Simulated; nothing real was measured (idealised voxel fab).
process module | voxel gate over fins
cross-section cut | 195 nm wide | cells 5 nm
Cross-section layout: square cells on a grid; listed as bands, top to bottom; a band spans one or more cell rows. Heads up on the band format: heights come first, top then bottom, in nm. After that it's the materials left to right, each with its width in nm. A single material flagged "everywhere" fills the whole band edge to edge, and "air" means there's empty space there. Height 0 is the level under which the wafer as received is all one material. The lowest band goes on downwards, as in "z 0 and below". It should be noted that a width expressed as "30..40" varies in equal increments from row to row of cells within the band, taking the value of the first number at the top row and that of the second number at the bottom row. Take "remained unchanged" at face value: in the step it is given for, the cross-section changed in none of its cells. "Voids lacking openings" enumerates empty spaces isolated from the top, with no open way to it, that contain at least 8 cells, giving each as width x height at distance from the left edge, all three in nm. Where a step's line continues beyond its settings, the continuation is a remark by the simulator itself on that step. Each step line may optionally specify "overlay nm", which for a step with a mask gives the rightward distance between the mask's planned place and where it lay, a negative value indicating the leftward direction.
### The following list gives the planned process steps
step 1: RECEIVE,material Si
step 2: CONFORMAL_DEP,material SiN,thk nm 5
step 3: PATTERN,tone cover,mask id FINS,material resist,width nm 15,pitch nm 60,thk nm 15,overlay nm 0
step 4: DIRECTIONAL_ETCH,etch materials SiN,depth nm 5
step 5: DIRECTIONAL_ETCH,etch materials Si,depth nm 40
step 6: STRIP,etch materials resist
step 7: FILL_DEP,material SiO2,thk nm 15
step 8: CMP,height nm 5
step 9: PATTERN,tone open,mask id RAIL,material resist,width nm 15,thk nm 15,overlay nm 0
step 10: DIRECTIONAL_ETCH,etch materials SiO2,depth nm 40
step 11: STRIP,etch materials resist
step 12: CONFORMAL_DEP,material TiN,thk nm 5
step 13: FILL_DEP,material W,thk nm 5
step 14: CMP,height nm 5
step 15: SELECTIVE_ETCH,etch materials W Ru TiN,depth nm 25
step 16: FILL_DEP,material SiO2,thk nm 5
step 17: CMP,height nm 5
step 18: SELECTIVE_ETCH,etch materials SiO2,depth nm 20
step 19: STRIP,etch materials SiN
step 20: CONFORMAL_DEP,material HfO2,thk nm 5
step 21: CONFORMAL_DEP,material TiN,thk nm 5
step 22: CONFORMAL_DEP,material TiAl,thk nm 5
step 23: CONFORMAL_DEP,material TiN,thk nm 5
step 24: FILL_DEP,material W,thk nm 10
step 25: CMP,height nm 25
step 26: CONFORMAL_DEP,material SiCN,thk nm 5
### As-received state of the wafer in cross-section, equivalent to post-step 1
- z 0 and below: Si everywhere
- Voids lacking openings: none
### Cross-section taken at module completion on the first of two wafers; processed per the plan
- z 30 to 25: SiCN everywhere
- z 25 to 20: W everywhere
- z 20 to 15: W=10; TiN=55; W=5; TiN=55; W=5; TiN=55; W=10
- z 15 to 10: W=10; TiN=5; TiAl=45; TiN=5; W=5; TiN=5; TiAl=45; TiN=5; W=5; TiN=5; TiAl=45; TiN=5; W=10
- z 10 to 5: W=10; TiN=5; TiAl=5; TiN=35; TiAl=5; TiN=5; W=5; TiN=5; TiAl=5; TiN=35; TiAl=5; TiN=5; W=5; TiN=5; TiAl=5; TiN=35; TiAl=5; TiN=5; W=10
- z 5 to 0: TiN=15; TiAl=5; TiN=5; HfO2=25; TiN=5; TiAl=5; TiN=15; TiAl=5; TiN=5; HfO2=25; TiN=5; TiAl=5; TiN=15; TiAl=5; TiN=5; HfO2=25; TiN=5; TiAl=5; TiN=15
- z 0 to -5: TiAl=20; TiN=5; HfO2=5; Si=15; HfO2=5; TiN=5; TiAl=25; TiN=5; HfO2=5; Si=15; HfO2=5; TiN=5; TiAl=25; TiN=5; HfO2=5; Si=15; HfO2=5; TiN=5; TiAl=20
- z -5 to -10: TiN=25; HfO2=5; Si=15; HfO2=5; TiN=35; HfO2=5; Si=15; HfO2=5; TiN=35; HfO2=5; Si=15; HfO2=5; TiN=25
- z -10 to -15: HfO2=30; Si=15; HfO2=45; Si=15; HfO2=45; Si=15; HfO2=30
- z -15 to -20: SiO2=30; Si=15; SiO2=45; Si=15; SiO2=45; Si=15; SiO2=30
- z -20 to -30: SiO2=30; Si=15; SiO2=15; TiN=5; W=5; TiN=5; SiO2=15; Si=15; SiO2=45; Si=15; SiO2=30
- z -30 to -35: SiO2=30; Si=15; SiO2=15; TiN=15; SiO2=15; Si=15; SiO2=45; Si=15; SiO2=30
- z -35 to -40: SiO2=30; Si=15; SiO2=45; Si=15; SiO2=45; Si=15; SiO2=30
- z -40 and below: Si everywhere
- Voids lacking openings: none
### Wafer two, end of module, cross-section. Same start, same plan as wafer one. One mistake in the run
- z 30 to 25: SiCN everywhere
- z 25 to 20: W everywhere
- z 20 to 15: W=10; TiN=55; W=5; TiN=55; W=5; TiN=55; W=10
- z 15 to 10: W=10; TiN=5; TiAl=45; TiN=5; W=5; TiN=5; TiAl=45; TiN=5; W=5; TiN=5; TiAl=45; TiN=5; W=10
- z 10 to 5: W=10; TiN=5; TiAl=5; TiN=35; TiAl=5; TiN=5; W=5; TiN=5; TiAl=5; TiN=35; TiAl=5; TiN=5; W=5; TiN=5; TiAl=5; TiN=35; TiAl=5; TiN=5; W=10
- z 5 to 0: TiN=15; TiAl=5; TiN=5; HfO2=25; TiN=5; TiAl=5; TiN=15; TiAl=5; TiN=5; HfO2=25; TiN=5; TiAl=5; TiN=15; TiAl=5; TiN=5; HfO2=25; TiN=5; TiAl=5; TiN=15
- z 0 to -5: TiAl=20; TiN=5; HfO2=5; Si=15; HfO2=5; TiN=5; TiAl=25; TiN=5; HfO2=5; Si=15; HfO2=5; TiN=5; TiAl=25; TiN=5; HfO2=5; Si=15; HfO2=5; TiN=5; TiAl=20
- z -5 to -10: TiN=25; HfO2=5; Si=15; HfO2=5; TiN=35; HfO2=5; Si=15; HfO2=5; TiN=35; HfO2=5; Si=15; HfO2=5; TiN=25
- z -10 to -15: HfO2=30; Si=15; HfO2=45; Si=15; HfO2=45; Si=15; HfO2=30
- z -15 to -20: SiO2=30; Si=15; SiO2=45; Si=15; SiO2=45; Si=15; SiO2=30
- z -20 to -30: SiO2=30; Si=15; SiO2=15; TiN=5; W=5; TiN=5; SiO2=15; Si=15; SiO2=45; Si=15; SiO2=30
- z -30 to -35: SiO2=30; Si=15; SiO2=15; TiN=15; SiO2=15; Si=15; SiO2=45; Si=15; SiO2=30
- z -35 to -80: SiO2=30; Si=15; SiO2=45; Si=15; SiO2=45; Si=15; SiO2=30
- z -80 and below: Si everywhere
- Voids lacking openings: none
Deviation noted in wafer processing: it should be noted that step 5 of the plan was executed twice
Final difference in cells, second wafer against first, listed per material as more or fewer: Si -240, SiO2 +240
